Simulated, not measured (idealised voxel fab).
The document below concerns the process module designated voxel wiring stack.
The figure presents cross-section cut, which has a width of 300 nm and is divided into square cells with an edge length of 5 nm.
Throughout this document, each cross-section is represented as a grid of square cells and is presented as a sequence of bands enumerated from the top downward, where a band comprises one or more rows of cells.
Band: top height; bottom height; in nm. Then, left to right: material with width in nm, for each material. "edge to edge": a single material spanning edge to edge. "blank": empty space.
The level at which height equals 0 is the one under which the wafer, as it arrives, is entirely one material. No lower edge exists for the bottom band, which continues downward and is notated as in "0 -> down".
A two-number width, for instance "30..40", indicates that the width is equal to the first number in the top row of the band and to the second number in the bottom row, and that it changes by a constant amount per row of cells.
"no modifications" means the step left every cell of the cross-section as it was.
Closed void list: empty space of 8 cells or more with no open way to the top, each as width x height at its distance from the left edge, in nm
Text after the settings on a step's line: the simulator's own remark on that step.
overlay nm: on a step with a mask, how far right of its planned place the mask lay; negative means left.
How should the pairs below be read? Each gives the cross-section before one process step and the cross-section after it, the latter drawn only to the lowest band that changed; the step that lies between them, with its settings, appears under the pair. Does a pair pick up where the pair above left off? Only where its entry headed "Before the step" says so, since pairs can come from different runs of this module on the same starting wafer.

Before the step
> 150 -> 120 | 110 nm lowk  15 nm blank  40 nm lowk  15 nm blank  120 nm lowk
> 120 -> 115 | SiCN edge to edge
> 115 -> 95 | 105 nm SiO2  5 nm SiCN  25 nm Ru  5 nm SiCN  20 nm SiO2  5 nm SiCN  25 nm Ru  5 nm SiCN  105 nm SiO2
> 95 -> 90 | 110 nm SiCN  25 nm TiN  30 nm SiCN  25 nm TiN  110 nm SiCN
> 90 -> 75 | 110 nm lowk  5 nm TiN  5 nm Cu  5 nm TiN  175 nm lowk
> 75 -> 70 | 110 nm SiCN  15 nm TiN  175 nm SiCN
> 70 -> 55 | 110 nm lowk  5 nm TiN  15 nm Cu  5 nm TiN  30 nm lowk  5 nm TiN  15 nm Cu  5 nm TiN  110 nm lowk
> 55 -> 50 | 110 nm SiCN  25 nm TiN  30 nm SiCN  25 nm TiN  110 nm SiCN
> 50 -> 40 | 110 nm lowk  5 nm TiN  10 nm Cu  5 nm TiN  170 nm lowk
> 40 -> 35 | 110 nm SiCN  20 nm TiN  170 nm SiCN
> 35 -> 20 | 105 nm lowk  5 nm SiCN  25 nm W  5 nm SiCN  20 nm lowk  5 nm SiCN  25 nm W  5 nm SiCN  105 nm lowk
> 20 -> 15 | 110 nm SiCN  25 nm TiN  30 nm SiCN  25 nm TiN  110 nm SiCN
> 15 -> 0 | SiO2 edge to edge
> 0 -> down | Si edge to edge
> Closed void list: none

Cross-Section Thereafter
> 165 -> 150 | 110 nm resist  25 nm blank  30 nm resist  25 nm blank  110 nm resist
> For the remainder of the cross-section, below 150, there is no change.
> Closed void list: none
The transition between the preceding cross-sections is accomplished by PATTERN,tone open,mask id METAL_4,material resist,width nm 25,pitch nm 55,thk nm 15,overlay nm 0

Before the step: identical to the post-step cross-section of the immediately preceding pair.

Cross-Section Thereafter
> 165 -> 150 | 110 nm resist  25 nm blank  30 nm resist  25 nm blank  110 nm resist
> 150 -> 135 | 110 nm lowk  25 nm blank  30 nm lowk  25 nm blank  110 nm lowk
> For the remainder of the cross-section, below 135, there is no change.
> Closed void list: none
The transition between the preceding cross-sections is accomplished by DIRECTIONAL_ETCH,etch materials lowk,depth nm 15

Before the step: identical to the post-step cross-section of the immediately preceding pair.

Cross-Section Thereafter
> 165 -> 150 | 110 nm resist  25 nm blank  30 nm resist  25 nm blank  110 nm resist
> 150 -> 135 | 110 nm lowk  25 nm blank  30 nm lowk  25 nm blank  110 nm lowk
> 135 -> 120 | 110 nm lowk  15 nm blank  40 nm lowk  15 nm blank  120 nm lowk
> 120 -> 115 | 110 nm SiCN  15 nm blank  40 nm SiCN  15 nm blank  120 nm SiCN
> For the remainder of the cross-section, below 115, there is no change.
> Closed void list: none
The transition between the preceding cross-sections is accomplished by DIRECTIONAL_ETCH,etch materials SiCN,depth nm 5

Before the step: identical to the post-step cross-section of the immediately preceding pair.

Cross-Section Thereafter
> 150 -> 135 | 110 nm lowk  25 nm blank  30 nm lowk  25 nm blank  110 nm lowk
> For the remainder of the cross-section, below 135, there is no change.
> Closed void list: none
The transition between the preceding cross-sections is accomplished by STRIP,etch materials resist

Before the step: identical to the post-step cross-section of the immediately preceding pair.

Cross-Section Thereafter
> 155 -> 150 | 115 nm TiN  15 nm blank  40 nm TiN  15 nm blank  115 nm TiN
> 150 -> 140 | 110 nm lowk  5 nm TiN  15 nm blank  5 nm TiN  30 nm lowk  5 nm TiN  15 nm blank  5 nm TiN  110 nm lowk
> 140 -> 135 | 110 nm lowk  5 nm TiN  5 nm blank  15 nm TiN  30 nm lowk  5 nm TiN  5 nm blank  15 nm TiN  110 nm lowk
> 135 -> 120 | 110 nm lowk  5 nm TiN  5 nm blank  5 nm TiN  40 nm lowk  5 nm TiN  5 nm blank  5 nm TiN  120 nm lowk
> 120 -> 115 | 110 nm SiCN  15 nm TiN  40 nm SiCN  15 nm TiN  120 nm SiCN
> For the remainder of the cross-section, below 115, there is no change.
> Closed void list: none
The transition between the preceding cross-sections is accomplished by CONFORMAL_DEP,material TiN,thk nm 5

Before the step: identical to the post-step cross-section of the immediately preceding pair.

Cross-Section Thereafter
> 165 -> 155 | Cu edge to edge
> 155 -> 150 | 115 nm TiN  15 nm Cu  40 nm TiN  15 nm Cu  115 nm TiN
> 150 -> 140 | 110 nm lowk  5 nm TiN  15 nm Cu  5 nm TiN  30 nm lowk  5 nm TiN  15 nm Cu  5 nm TiN  110 nm lowk
> 140 -> 135 | 110 nm lowk  5 nm TiN  5 nm Cu  15 nm TiN  30 nm lowk  5 nm TiN  5 nm Cu  15 nm TiN  110 nm lowk
> 135 -> 120 | 110 nm lowk  5 nm TiN  5 nm Cu  5 nm TiN  40 nm lowk  5 nm TiN  5 nm Cu  5 nm TiN  120 nm lowk
> For the remainder of the cross-section, below 120, there is no change.
> Closed void list: none
The transition between the preceding cross-sections is accomplished by FILL_DEP,material Cu,thk nm 10

Before the step: identical to the post-step cross-section of the immediately preceding pair.

Cross-Section Thereafter
> 150 -> 140 | 110 nm lowk  5 nm TiN  15 nm Cu  5 nm TiN  30 nm lowk  5 nm TiN  15 nm Cu  5 nm TiN  110 nm lowk
> For the remainder of the cross-section, below 140, there is no change.
> Closed void list: none
The transition between the preceding cross-sections is accomplished by CMP,height nm 150

Before the step: identical to the post-step cross-section of the immediately preceding pair.

Cross-Section Thereafter
> 155 -> 150 | SiN edge to edge
> For the remainder of the cross-section, below 150, there is no change.
> Closed void list: none
The transition between the preceding cross-sections is accomplished by CONFORMAL_DEP,material SiN,thk nm 5

Before the step
> 90 -> 75 | lowk edge to edge
> 75 -> 70 | SiCN edge to edge
> 70 -> 55 | 110 nm lowk  5 nm TiN  15 nm Cu  5 nm TiN  30 nm lowk  5 nm TiN  15 nm Cu  5 nm TiN  110 nm lowk
> 55 -> 50 | 110 nm SiCN  25 nm TiN  30 nm SiCN  25 nm TiN  110 nm SiCN
> 50 -> 40 | 110 nm lowk  5 nm TiN  5 nm Cu  5 nm TiN  175 nm lowk
> 40 -> 35 | 110 nm SiCN  15 nm TiN  175 nm SiCN
> 35 -> 20 | 105 nm lowk  5 nm SiCN  25 nm W  5 nm SiCN  20 nm lowk  5 nm SiCN  25 nm W  5 nm SiCN  105 nm lowk
> 20 -> 15 | 110 nm SiCN  25 nm TiN  30 nm SiCN  25 nm TiN  110 nm SiCN
> 15 -> 0 | SiO2 edge to edge
> 0 -> down | Si edge to edge
> Closed void list: none

Cross-Section Thereafter
> 105 -> 90 | 120 nm resist  15 nm blank  165 nm resist
> For the remainder of the cross-section, below 90, there is no change.
> Closed void list: none
The transition between the preceding cross-sections is accomplished by PATTERN,tone open,mask id PLUG_2,material resist,width nm 15,thk nm 15,overlay nm 10

Before the step: identical to the post-step cross-section of the immediately preceding pair.

Cross-Section Thereafter
> 105 -> 90 | 120 nm resist  15 nm blank  165 nm resist
> 90 -> 75 | 120 nm lowk  15 nm blank  165 nm lowk
> For the remainder of the cross-section, below 75, there is no change.
> Closed void list: none
The transition between the preceding cross-sections is accomplished by DIRECTIONAL_ETCH,etch materials lowk,depth nm 15

Before the step: identical to the post-step cross-section of the immediately preceding pair.

Cross-Section Thereafter
> 105 -> 90 | 120 nm resist  15 nm blank  165 nm resist
> 90 -> 75 | 120 nm lowk  15 nm blank  165 nm lowk
> 75 -> 70 | 120 nm SiCN  15 nm blank  165 nm SiCN
> For the remainder of the cross-section, below 70, there is no change.
> Closed void list: none
The transition between the preceding cross-sections is accomplished by DIRECTIONAL_ETCH,etch materials SiCN,depth nm 5

Before the step: identical to the post-step cross-section of the immediately preceding pair.

Cross-Section Thereafter
> 90 -> 75 | 120 nm lowk  15 nm blank  165 nm lowk
> For the remainder of the cross-section, below 75, there is no change.
> Closed void list: none
The transition between the preceding cross-sections is accomplished by STRIP,etch materials resist

Before the step: identical to the post-step cross-section of the immediately preceding pair.

Cross-Section Thereafter
> 95 -> 90 | 125 nm TiN  5 nm blank  170 nm TiN
> 90 -> 75 | 120 nm lowk  5 nm TiN  5 nm blank  5 nm TiN  165 nm lowk
> 75 -> 70 | 120 nm SiCN  15 nm TiN  165 nm SiCN
> For the remainder of the cross-section, below 70, there is no change.
> Closed void list: none
The transition between the preceding cross-sections is accomplished by CONFORMAL_DEP,material TiN,thk nm 5

Before the step: identical to the post-step cross-section of the immediately preceding pair.

Cross-Section Thereafter
> 100 -> 95 | Cu edge to edge
> 95 -> 90 | 125 nm TiN  5 nm Cu  170 nm TiN
> 90 -> 75 | 120 nm lowk  5 nm TiN  5 nm Cu  5 nm TiN  165 nm lowk
> For the remainder of the cross-section, below 75, there is no change.
> Closed void list: none
The transition between the preceding cross-sections is accomplished by FILL_DEP,material Cu,thk nm 5

Before the step: identical to the post-step cross-section of the immediately preceding pair.

Cross-Section Thereafter
> 90 -> 75 | 120 nm lowk  5 nm TiN  5 nm Cu  5 nm TiN  165 nm lowk
> For the remainder of the cross-section, below 75, there is no change.
> Closed void list: none
The transition between the preceding cross-sections is accomplished by CMP,height nm 90

Before the step: identical to the post-step cross-section of the immediately preceding pair.

Cross-Section Thereafter
> 95 -> 90 | TiN edge to edge
> For the remainder of the cross-section, below 90, there is no change.
> Closed void list: none
The transition between the preceding cross-sections is accomplished by DIRECTIONAL_DEP,material TiN,thk nm 5

Before the step: identical to the post-step cross-section of the immediately preceding pair.

Cross-Section Thereafter
> 115 -> 95 | Ru edge to edge
> For the remainder of the cross-section, below 95, there is no change.
> Closed void list: none
The transition between the preceding cross-sections is accomplished by DIRECTIONAL_DEP,material Ru,thk nm 20

Before the step: identical to the post-step cross-section of the immediately preceding pair.

Cross-Section Thereafter
> 115 -> 95 | 110 nm blank  25 nm Ru  30 nm blank  25 nm Ru  110 nm blank
> For the remainder of the cross-section, below 95, there is no change.
> Closed void list: none
The transition between the preceding cross-sections is accomplished by MASKED_ETCH,tone cover,mask id METAL_3,width nm 25,pitch nm 55,etch materials Ru,depth nm 20,overlay nm 0

Before the step: identical to the post-step cross-section of the immediately preceding pair.

Cross-Section Thereafter
> 115 -> 95 | 110 nm blank  25 nm Ru  30 nm blank  25 nm Ru  110 nm blank
> 95 -> 90 | 110 nm blank  25 nm TiN  30 nm blank  25 nm TiN  110 nm blank
> For the remainder of the cross-section, below 90, there is no change.
> Closed void list: none
The transition between the preceding cross-sections is accomplished by MASKED_ETCH,tone cover,mask id METAL_3,width nm 25,pitch nm 55,etch materials TiN,depth nm 5,overlay nm 0

Before the step: identical to the post-step cross-section of the immediately preceding pair.

Cross-Section Thereafter
> 120 -> 115 | 105 nm blank  35 nm SiCN  20 nm blank  35 nm SiCN  105 nm blank
> 115 -> 95 | 105 nm blank  5 nm SiCN  25 nm Ru  5 nm SiCN  20 nm blank  5 nm SiCN  25 nm Ru  5 nm SiCN  105 nm blank
> 95 -> 90 | 110 nm SiCN  25 nm TiN  30 nm SiCN  25 nm TiN  110 nm SiCN
> For the remainder of the cross-section, below 90, there is no change.
> Closed void list: none
The transition between the preceding cross-sections is accomplished by CONFORMAL_DEP,material SiCN,thk nm 5

Before the step: identical to the post-step cross-section of the immediately preceding pair.

Cross-Section Thereafter
> 125 -> 120 | SiO2 edge to edge
> 120 -> 115 | 105 nm SiO2  35 nm SiCN  20 nm SiO2  35 nm SiCN  105 nm SiO2
> 115 -> 95 | 105 nm SiO2  5 nm SiCN  25 nm Ru  5 nm SiCN  20 nm SiO2  5 nm SiCN  25 nm Ru  5 nm SiCN  105 nm SiO2
> For the remainder of the cross-section, below 95, there is no change.
> Closed void list: none
The transition between the preceding cross-sections is accomplished by FILL_DEP,material SiO2,thk nm 5

Before the step: identical to the post-step cross-section of the immediately preceding pair.

Cross-Section Thereafter
> 115 -> 95 | 105 nm SiO2  5 nm SiCN  25 nm Ru  5 nm SiCN  20 nm SiO2  5 nm SiCN  25 nm Ru  5 nm SiCN  105 nm SiO2
> For the remainder of the cross-section, below 95, there is no change.
> Closed void list: none
The transition between the preceding cross-sections is accomplished by CMP,height nm 115

Before the step: identical to the post-step cross-section of the immediately preceding pair.

Cross-Section Thereafter
> 120 -> 115 | SiCN edge to edge
> For the remainder of the cross-section, below 115, there is no change.
> Closed void list: none
The transition between the preceding cross-sections is accomplished by CONFORMAL_DEP,material SiCN,thk nm 5

Before the step: identical to the post-step cross-section of the immediately preceding pair.

Cross-Section Thereafter
> 150 -> 120 | lowk edge to edge
> For the remainder of the cross-section, below 120, there is no change.
> Closed void list: none
The transition between the preceding cross-sections is accomplished by DIRECTIONAL_DEP,material lowk,thk nm 30

Before the step: identical to the post-step cross-section of the immediately preceding pair.

Cross-Section Thereafter
> 170 -> 150 | 110 nm resist  15 nm blank  40 nm resist  15 nm blank  120 nm resist
> For the remainder of the cross-section, below 150, there is no change.
> Closed void list: none
The transition between the preceding cross-sections is accomplished by PATTERN,tone open,mask id METAL_4_HOLES,material resist,width nm 15,pitch nm 55,thk nm 20,overlay nm 0

Before the step: identical to the post-step cross-section of the immediately preceding pair.

Cross-Section Thereafter
> 170 -> 150 | 110 nm resist  15 nm blank  40 nm resist  15 nm blank  120 nm resist
> 150 -> 120 | 110 nm lowk  15 nm blank  40 nm lowk  15 nm blank  120 nm lowk
> For the remainder of the cross-section, below 120, there is no change.
> Closed void list: none
The transition between the preceding cross-sections is accomplished by DIRECTIONAL_ETCH,etch materials lowk,depth nm 30

Before the step: identical to the post-step cross-section of the immediately preceding pair.

Cross-Section Thereafter
> 150 -> 120 | 110 nm lowk  15 nm blank  40 nm lowk  15 nm blank  120 nm lowk
> For the remainder of the cross-section, below 120, there is no change.
> Closed void list: none
The transition between the preceding cross-sections is accomplished by STRIP,etch materials resist

Before the step: identical to the post-step cross-section of the immediately preceding pair.

Cross-Section Thereafter
> 165 -> 150 | 110 nm resist  25 nm blank  30 nm resist  25 nm blank  110 nm resist
> For the remainder of the cross-section, below 150, there is no change.
> Closed void list: none
The transition between the preceding cross-sections is accomplished by PATTERN,tone open,mask id METAL_4,material resist,width nm 25,pitch nm 55,thk nm 15,overlay nm 0

Before the step: identical to the post-step cross-section of the immediately preceding pair.

Cross-Section Thereafter
> 165 -> 150 | 110 nm resist  25 nm blank  30 nm resist  25 nm blank  110 nm resist
> 150 -> 135 | 110 nm lowk  25 nm blank  30 nm lowk  25 nm blank  110 nm lowk
> For the remainder of the cross-section, below 135, there is no change.
> Closed void list: none
The transition between the preceding cross-sections is accomplished by DIRECTIONAL_ETCH,etch materials lowk,depth nm 15

Before the step: identical to the post-step cross-section of the immediately preceding pair.

Cross-Section Thereafter
> 165 -> 150 | 110 nm resist  25 nm blank  30 nm resist  25 nm blank  110 nm resist
> 150 -> 135 | 110 nm lowk  25 nm blank  30 nm lowk  25 nm blank  110 nm lowk
> 135 -> 120 | 110 nm lowk  15 nm blank  40 nm lowk  15 nm blank  120 nm lowk
> 120 -> 115 | 110 nm SiCN  15 nm blank  40 nm SiCN  15 nm blank  120 nm SiCN
> For the remainder of the cross-section, below 115, there is no change.
> Closed void list: none
The transition between the preceding cross-sections is accomplished by DIRECTIONAL_ETCH,etch materials SiCN,depth nm 5

Before the step: identical to the post-step cross-section of the immediately preceding pair.

Cross-Section Thereafter
> 150 -> 135 | 110 nm lowk  25 nm blank  30 nm lowk  25 nm blank  110 nm lowk
> For the remainder of the cross-section, below 135, there is no change.
> Closed void list: none
The transition between the preceding cross-sections is accomplished by STRIP,etch materials resist

Before the step: identical to the post-step cross-section of the immediately preceding pair.

Cross-Section Thereafter
> 155 -> 150 | 115 nm TiN  15 nm blank  40 nm TiN  15 nm blank  115 nm TiN
> 150 -> 140 | 110 nm lowk  5 nm TiN  15 nm blank  5 nm TiN  30 nm lowk  5 nm TiN  15 nm blank  5 nm TiN  110 nm lowk
> 140 -> 135 | 110 nm lowk  5 nm TiN  5 nm blank  15 nm TiN  30 nm lowk  5 nm TiN  5 nm blank  15 nm TiN  110 nm lowk
> 135 -> 120 | 110 nm lowk  5 nm TiN  5 nm blank  5 nm TiN  40 nm lowk  5 nm TiN  5 nm blank  5 nm TiN  120 nm lowk
> 120 -> 115 | 110 nm SiCN  15 nm TiN  40 nm SiCN  15 nm TiN  120 nm SiCN
> For the remainder of the cross-section, below 115, there is no change.
> Closed void list: none
The transition between the preceding cross-sections is accomplished by CONFORMAL_DEP,material TiN,thk nm 5

Before the step: identical to the post-step cross-section of the immediately preceding pair.

Cross-Section Thereafter
> 165 -> 155 | Cu edge to edge
> 155 -> 150 | 115 nm TiN  15 nm Cu  40 nm TiN  15 nm Cu  115 nm TiN
> 150 -> 140 | 110 nm lowk  5 nm TiN  15 nm Cu  5 nm TiN  30 nm lowk  5 nm TiN  15 nm Cu  5 nm TiN  110 nm lowk
> 140 -> 135 | 110 nm lowk  5 nm TiN  5 nm Cu  15 nm TiN  30 nm lowk  5 nm TiN  5 nm Cu  15 nm TiN  110 nm lowk
> 135 -> 120 | 110 nm lowk  5 nm TiN  5 nm Cu  5 nm TiN  40 nm lowk  5 nm TiN  5 nm Cu  5 nm TiN  120 nm lowk
> For the remainder of the cross-section, below 120, there is no change.
> Closed void list: none
The transition between the preceding cross-sections is accomplished by FILL_DEP,material Cu,thk nm 10

Before the step: identical to the post-step cross-section of the immediately preceding pair.

Cross-Section Thereafter
> 150 -> 140 | 110 nm lowk  5 nm TiN  15 nm Cu  5 nm TiN  30 nm lowk  5 nm TiN  15 nm Cu  5 nm TiN  110 nm lowk
> For the remainder of the cross-section, below 140, there is no change.
> Closed void list: none
The transition between the preceding cross-sections is accomplished by CMP,height nm 150

Before the step: identical to the post-step cross-section of the immediately preceding pair.

Cross-Section Thereafter
> 155 -> 150 | SiN edge to edge
> For the remainder of the cross-section, below 150, there is no change.
> Closed void list: none
The transition between the preceding cross-sections is accomplished by CONFORMAL_DEP,material SiN,thk nm 5

Before the step
> 0 -> down | Si edge to edge
> Closed void list: none

Cross-Section Thereafter
> 15 -> 0 | Ru edge to edge
> For the remainder of the cross-section, below 0, there is no change.
> Closed void list: none
The transition between the preceding cross-sections is accomplished by CONFORMAL_DEP,material Ru,thk nm 15

Before the step: identical to the post-step cross-section of the immediately preceding pair.

Cross-Section Thereafter
> 20 -> 15 | TiN edge to edge
> For the remainder of the cross-section, below 15, there is no change.
> Closed void list: none
The transition between the preceding cross-sections is accomplished by DIRECTIONAL_DEP,material TiN,thk nm 5

Before the step: identical to the post-step cross-section of the immediately preceding pair.

Cross-Section Thereafter
> 35 -> 20 | W edge to edge
> For the remainder of the cross-section, below 20, there is no change.
> Closed void list: none
The transition between the preceding cross-sections is accomplished by DIRECTIONAL_DEP,material W,thk nm 15

Before the step: identical to the post-step cross-section of the immediately preceding pair.

Cross-Section Thereafter
> 55 -> 35 | 110 nm blank  25 nm resist  30 nm blank  25 nm resist  110 nm blank
> For the remainder of the cross-section, below 35, there is no change.
> Closed void list: none
The transition between the preceding cross-sections is accomplished by PATTERN,tone cover,mask id METAL_1,material resist,width nm 25,pitch nm 55,thk nm 20,overlay nm 0

Before the step: identical to the post-step cross-section of the immediately preceding pair.

Cross-Section Thereafter
> 55 -> 35 | 110 nm blank  25 nm resist  30 nm blank  25 nm resist  110 nm blank
> 35 -> 20 | 110 nm blank  25 nm W  30 nm blank  25 nm W  110 nm blank
> For the remainder of the cross-section, below 20, there is no change.
> Closed void list: none
The transition between the preceding cross-sections is accomplished by DIRECTIONAL_ETCH,etch materials W,depth nm 15

Before the step: identical to the post-step cross-section of the immediately preceding pair.

Cross-Section Thereafter
> 55 -> 35 | 110 nm blank  25 nm resist  30 nm blank  25 nm resist  110 nm blank
> 35 -> 20 | 110 nm blank  25 nm W  30 nm blank  25 nm W  110 nm blank
> 20 -> 15 | 110 nm blank  25 nm TiN  30 nm blank  25 nm TiN  110 nm blank
> For the remainder of the cross-section, below 15, there is no change.
> Closed void list: none
The transition between the preceding cross-sections is accomplished by DIRECTIONAL_ETCH,etch materials TiN,depth nm 5

Before the step: identical to the post-step cross-section of the immediately preceding pair.

Cross-Section Thereafter
> 35 -> 20 | 110 nm blank  25 nm W  30 nm blank  25 nm W  110 nm blank
> For the remainder of the cross-section, below 20, there is no change.
> Closed void list: none
The transition between the preceding cross-sections is accomplished by STRIP,etch materials resist

Before the step: identical to the post-step cross-section of the immediately preceding pair.

Cross-Section Thereafter
> 40 -> 35 | 105 nm blank  35 nm SiCN  20 nm blank  35 nm SiCN  105 nm blank
> 35 -> 20 | 105 nm blank  5 nm SiCN  25 nm W  5 nm SiCN  20 nm blank  5 nm SiCN  25 nm W  5 nm SiCN  105 nm blank
> 20 -> 15 | 110 nm SiCN  25 nm TiN  30 nm SiCN  25 nm TiN  110 nm SiCN
> For the remainder of the cross-section, below 15, there is no change.
> Closed void list: none
The transition between the preceding cross-sections is accomplished by CONFORMAL_DEP,material SiCN,thk nm 5

Before the step: identical to the post-step cross-section of the immediately preceding pair.

Cross-Section Thereafter
> 50 -> 40 | lowk edge to edge
> 40 -> 35 | 105 nm lowk  35 nm SiCN  20 nm lowk  35 nm SiCN  105 nm lowk
> 35 -> 20 | 105 nm lowk  5 nm SiCN  25 nm W  5 nm SiCN  20 nm lowk  5 nm SiCN  25 nm W  5 nm SiCN  105 nm lowk
> For the remainder of the cross-section, below 20, there is no change.
> Closed void list: none
The transition between the preceding cross-sections is accomplished by FILL_DEP,material lowk,thk nm 10

Before the step: identical to the post-step cross-section of the immediately preceding pair.

Cross-Section Thereafter
> 35 -> 20 | 105 nm lowk  5 nm SiCN  25 nm W  5 nm SiCN  20 nm lowk  5 nm SiCN  25 nm W  5 nm SiCN  105 nm lowk
> For the remainder of the cross-section, below 20, there is no change.
> Closed void list: none
The transition between the preceding cross-sections is accomplished by CMP,height nm 35

Before the step: identical to the post-step cross-section of the immediately preceding pair.

Cross-Section Thereafter
> 40 -> 35 | SiCN edge to edge
> For the remainder of the cross-section, below 35, there is no change.
> Closed void list: none
The transition between the preceding cross-sections is accomplished by CONFORMAL_DEP,material SiCN,thk nm 5

Before the step: identical to the post-step cross-section of the immediately preceding pair.

Cross-Section Thereafter
> 50 -> 40 | lowk edge to edge
> For the remainder of the cross-section, below 40, there is no change.
> Closed void list: none
The transition between the preceding cross-sections is accomplished by DIRECTIONAL_DEP,material lowk,thk nm 10

Before the step: identical to the post-step cross-section of the immediately preceding pair.

Cross-Section Thereafter
> 60 -> 50 | aC edge to edge
> For the remainder of the cross-section, below 50, there is no change.
> Closed void list: none
The transition between the preceding cross-sections is accomplished by DIRECTIONAL_DEP,material aC,thk nm 10

Before the step: identical to the post-step cross-section of the immediately preceding pair.

Cross-Section Thereafter
> 85 -> 60 | 110 nm resist  15 nm blank  175 nm resist
> For the remainder of the cross-section, below 60, there is no change.
> Closed void list: none
The transition between the preceding cross-sections is accomplished by PATTERN,tone open,mask id PLUG_1,material resist,width nm 15,thk nm 25,overlay nm 0

Before the step: identical to the post-step cross-section of the immediately preceding pair.

Cross-Section Thereafter
> 75 -> 60 | 110 nm resist  15 nm blank  175 nm resist
> 60 -> 50 | 110 nm aC  15 nm blank  175 nm aC
> For the remainder of the cross-section, below 50, there is no change.
> Closed void list: none
The transition between the preceding cross-sections is accomplished by DIRECTIONAL_ETCH,etch materials aC,depth nm 10

Before the step: identical to the post-step cross-section of the immediately preceding pair.

Cross-Section Thereafter
> 60 -> 50 | 110 nm aC  15 nm blank  175 nm aC
> For the remainder of the cross-section, below 50, there is no change.
> Closed void list: none
The transition between the preceding cross-sections is accomplished by STRIP,etch materials resist

Before the step: identical to the post-step cross-section of the immediately preceding pair.

Cross-Section Thereafter
> 60 -> 50 | 110 nm aC  15 nm blank  175 nm aC
> 50 -> 40 | 110 nm lowk  15 nm blank  175 nm lowk
> For the remainder of the cross-section, below 40, there is no change.
> Closed void list: none
The transition between the preceding cross-sections is accomplished by DIRECTIONAL_ETCH,etch materials lowk,depth nm 10

Before the step: identical to the post-step cross-section of the immediately preceding pair.

Cross-Section Thereafter
> 60 -> 50 | 110 nm aC  15 nm blank  175 nm aC
> 50 -> 40 | 110 nm lowk  15 nm blank  175 nm lowk
> 40 -> 35 | 110 nm SiCN  15 nm blank  175 nm SiCN
> For the remainder of the cross-section, below 35, there is no change.
> Closed void list: none
The transition between the preceding cross-sections is accomplished by DIRECTIONAL_ETCH,etch materials SiCN,depth nm 5

Before the step: identical to the post-step cross-section of the immediately preceding pair.

Cross-Section Thereafter
> 50 -> 40 | 110 nm lowk  15 nm blank  175 nm lowk
> For the remainder of the cross-section, below 40, there is no change.
> Closed void list: none
The transition between the preceding cross-sections is accomplished by STRIP,etch materials aC

Before the step: identical to the post-step cross-section of the immediately preceding pair.

Cross-Section Thereafter
> 55 -> 50 | 115 nm TiN  5 nm blank  180 nm TiN
> 50 -> 40 | 110 nm lowk  5 nm TiN  5 nm blank  5 nm TiN  175 nm lowk
> 40 -> 35 | 110 nm SiCN  15 nm TiN  175 nm SiCN
> For the remainder of the cross-section, below 35, there is no change.
> Closed void list: none
The transition between the preceding cross-sections is accomplished by CONFORMAL_DEP,material TiN,thk nm 5

Before the step: identical to the post-step cross-section of the immediately preceding pair.

Cross-Section Thereafter
> 60 -> 55 | Cu edge to edge
> 55 -> 50 | 115 nm TiN  5 nm Cu  180 nm TiN
> 50 -> 40 | 110 nm lowk  5 nm TiN  5 nm Cu  5 nm TiN  175 nm lowk
> For the remainder of the cross-section, below 40, there is no change.
> Closed void list: none
The transition between the preceding cross-sections is accomplished by FILL_DEP,material Cu,thk nm 5

Before the step: identical to the post-step cross-section of the immediately preceding pair.

Cross-Section Thereafter
> 50 -> 40 | 110 nm lowk  5 nm TiN  5 nm Cu  5 nm TiN  175 nm lowk
> For the remainder of the cross-section, below 40, there is no change.
> Closed void list: none
The transition between the preceding cross-sections is accomplished by CMP,height nm 50

Before the step: identical to the post-step cross-section of the immediately preceding pair.

Cross-Section Thereafter
> 55 -> 50 | SiCN edge to edge
> For the remainder of the cross-section, below 50, there is no change.
> Closed void list: none
The transition between the preceding cross-sections is accomplished by CONFORMAL_DEP,material SiCN,thk nm 5

Before the step: identical to the post-step cross-section of the immediately preceding pair.

Cross-Section Thereafter
> 70 -> 55 | lowk edge to edge
> For the remainder of the cross-section, below 55, there is no change.
> Closed void list: none
The transition between the preceding cross-sections is accomplished by DIRECTIONAL_DEP,material lowk,thk nm 15

Before the step: identical to the post-step cross-section of the immediately preceding pair.

Cross-Section Thereafter
> 70 -> 55 | 110 nm lowk  25 nm blank  30 nm lowk  25 nm blank  110 nm lowk
> For the remainder of the cross-section, below 55, there is no change.
> Closed void list: none
The transition between the preceding cross-sections is accomplished by MASKED_ETCH,tone open,mask id METAL_2,width nm 25,pitch nm 55,etch materials lowk,depth nm 15,overlay nm 0

Before the step: identical to the post-step cross-section of the immediately preceding pair.

Cross-Section Thereafter
> 70 -> 55 | 110 nm lowk  25 nm blank  30 nm lowk  25 nm blank  110 nm lowk
> 55 -> 50 | 110 nm SiCN  25 nm blank  30 nm SiCN  25 nm blank  110 nm SiCN
> For the remainder of the cross-section, below 50, there is no change.
> Closed void list: none
The transition between the preceding cross-sections is accomplished by MASKED_ETCH,tone open,mask id METAL_2,width nm 25,pitch nm 55,etch materials SiCN,depth nm 5,overlay nm 0

Before the step: identical to the post-step cross-section of the immediately preceding pair.

Cross-Section Thereafter
> 75 -> 70 | 115 nm TiN  15 nm blank  40 nm TiN  15 nm blank  115 nm TiN
> 70 -> 55 | 110 nm lowk  5 nm TiN  15 nm blank  5 nm TiN  30 nm lowk  5 nm TiN  15 nm blank  5 nm TiN  110 nm lowk
> 55 -> 50 | 110 nm SiCN  25 nm TiN  30 nm SiCN  25 nm TiN  110 nm SiCN
> For the remainder of the cross-section, below 50, there is no change.
> Closed void list: none
The transition between the preceding cross-sections is accomplished by CONFORMAL_DEP,material TiN,thk nm 5

Before the step: identical to the post-step cross-section of the immediately preceding pair.

Cross-Section Thereafter
> 80 -> 75 | Cu edge to edge
> 75 -> 70 | 115 nm TiN  15 nm Cu  40 nm TiN  15 nm Cu  115 nm TiN
> 70 -> 55 | 110 nm lowk  5 nm TiN  15 nm Cu  5 nm TiN  30 nm lowk  5 nm TiN  15 nm Cu  5 nm TiN  110 nm lowk
> For the remainder of the cross-section, below 55, there is no change.
> Closed void list: none
The transition between the preceding cross-sections is accomplished by FILL_DEP,material Cu,thk nm 5

Before the step: identical to the post-step cross-section of the immediately preceding pair.

Cross-Section Thereafter
> 70 -> 55 | 110 nm lowk  5 nm TiN  15 nm Cu  5 nm TiN  30 nm lowk  5 nm TiN  15 nm Cu  5 nm TiN  110 nm lowk
> For the remainder of the cross-section, below 55, there is no change.
> Closed void list: none
The transition between the preceding cross-sections is accomplished by CMP,height nm 70

Before the step: identical to the post-step cross-section of the immediately preceding pair.

Cross-Section Thereafter
> 75 -> 70 | SiCN edge to edge
> For the remainder of the cross-section, below 70, there is no change.
> Closed void list: none
The transition between the preceding cross-sections is accomplished by CONFORMAL_DEP,material SiCN,thk nm 5
